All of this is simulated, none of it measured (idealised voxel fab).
You're looking at the process module voxel capacitor over wiring.
Section cut is 280 nm wide and gridded with 5 nm square cells.
If you're reading a cross-section in this doc, picture square cells in a grid; it comes to you as bands, top ones listed first down to the bottom, and a band can be one or more rows of cells. Per band: top height and bottom height in nm, followed by the left-to-right materials and their widths in nm; "all across" marks a single material spanning edge to edge, "empty" marks empty space. Heights are reckoned from 0. Under this level, the received wafer is all of one material. The bottommost band is open-ended downward, for example "0 nm and below". A two-number width, for instance "30..40", indicates that the width is equal to the first number in the top row of the band and to the second number in the bottom row, and that it changes by a constant amount per row of cells. Where a step carries "no change", the cross-section came out of it unchanged, cell for cell. The list in "Sealed void list" covers empty spaces of 8 cells or more that cannot reach the top through any open way, and it gives each as width x height at distance; the distance is from the left edge, and width, height and distance are in nm. What comes after the settings on a step's line is commentary from the simulator itself on that step. "overlay nm" on a masked step: distance the mask lay right of its planned place, negative for left.
THESE ARE THE STEPS WE PLANNED FOR THE PROCESS
1: RECEIVE,material Si
2: CONFORMAL_DEP,material SiO2,thk nm 10
3: CONFORMAL_DEP,material SiCN,thk nm 5
4: DIRECTIONAL_DEP,material lowk,thk nm 25
5: PATTERN,tone open,mask id METAL_1,material resist,width nm 25,pitch nm 90,thk nm 15,overlay nm 0
6: DIRECTIONAL_ETCH,etch materials lowk,depth nm 25
7: DIRECTIONAL_ETCH,etch materials SiCN,depth nm 5
8: STRIP,etch materials resist
9: CONFORMAL_DEP,material TiN,thk nm 5
10: FILL_DEP,material Cu,thk nm 10
11: CMP,height nm 40
12: CONFORMAL_DEP,material SiCN,thk nm 5
13: DIRECTIONAL_DEP,material SiO2,thk nm 15
14: DIRECTIONAL_DEP,material aC,thk nm 10
15: PATTERN,tone open,mask id PLUG_1,material resist,width nm 15,thk nm 30,overlay nm 0
16: DIRECTIONAL_ETCH,etch materials aC,depth nm 10
17: STRIP,etch materials resist
18: DIRECTIONAL_ETCH,etch materials SiO2,depth nm 15
19: DIRECTIONAL_ETCH,etch materials SiCN,depth nm 5
20: STRIP,etch materials aC
21: EPI,material Ru,thk nm 10
22: EPI,material Ru,thk nm 10
23: DIRECTIONAL_DEP,material TiN,thk nm 10
24: DIRECTIONAL_DEP,material HfO2,thk nm 5
25: DIRECTIONAL_DEP,material TiN,thk nm 10
26: MASKED_ETCH,tone cover,mask id UPPER_PLATE,width nm 70,etch materials TiN,depth nm 10,overlay nm 0
27: MASKED_ETCH,tone cover,mask id UPPER_PLATE,width nm 70,etch materials HfO2,depth nm 5,overlay nm -15
28: MASKED_ETCH,tone cover,mask id LOWER_PLATE,width nm 80,etch materials TiN,depth nm 10,overlay nm 0
29: FILL_DEP,material SiO2,thk nm 20
30: CMP,height nm 100
31: PATTERN,tone open,mask id PLUG_2,material resist,width nm 15,thk nm 20,overlay nm 0
32: DIRECTIONAL_ETCH,etch materials SiO2,depth nm 15
33: STRIP,etch materials resist
34: CONFORMAL_DEP,material TiN,thk nm 5
35: FILL_DEP,material Ru,thk nm 5
36: CMP,height nm 100
37: CONFORMAL_DEP,material SiN,thk nm 5
Wafers differ in overlay nm at step 27; plan lists the first wafer's value; identical starting state.
CROSS-SECTION OF THE FIRST OF SEVERAL RECEIVED WAFERS, SHOWING ITS STATE AFTER STEP 1
> 0 nm and below = Si all across
> Sealed void list: none
ROW PER WAFER, END-OF-MODULE: CELL GAIN (+)/LOSS (-) BY MATERIAL SINCE THE WAFER CAME IN, THEN CLOSED VOIDS
overlay nm -15; +30 Cu; +17 HfO2; +14 Ru; +99 SiCN; +56 SiN; +629 SiO2; +101 TiN; +230 lowk; Sealed void list: none
overlay nm -10; +30 Cu; +16 HfO2; +14 Ru; +99 SiCN; +56 SiN; +632 SiO2; +99 TiN; +230 lowk; Sealed void list: none
overlay nm -5; +30 Cu; +15 HfO2; +14 Ru; +99 SiCN; +56 SiN; +635 SiO2; +97 TiN; +230 lowk; Sealed void list: none
overlay nm 0; +30 Cu; +14 HfO2; +14 Ru; +99 SiCN; +56 SiN; +636 SiO2; +97 TiN; +230 lowk; Sealed void list: none
overlay nm 5; +30 Cu; +15 HfO2; +14 Ru; +99 SiCN; +56 SiN; +635 SiO2; +97 TiN; +230 lowk; Sealed void list: none
overlay nm 10; +30 Cu; +16 HfO2; +14 Ru; +99 SiCN; +56 SiN; +632 SiO2; +99 TiN; +230 lowk; Sealed void list: none
overlay nm 15; +30 Cu; +17 HfO2; +14 Ru; +99 SiCN; +56 SiN; +629 SiO2; +101 TiN; +230 lowk; Sealed void list: none
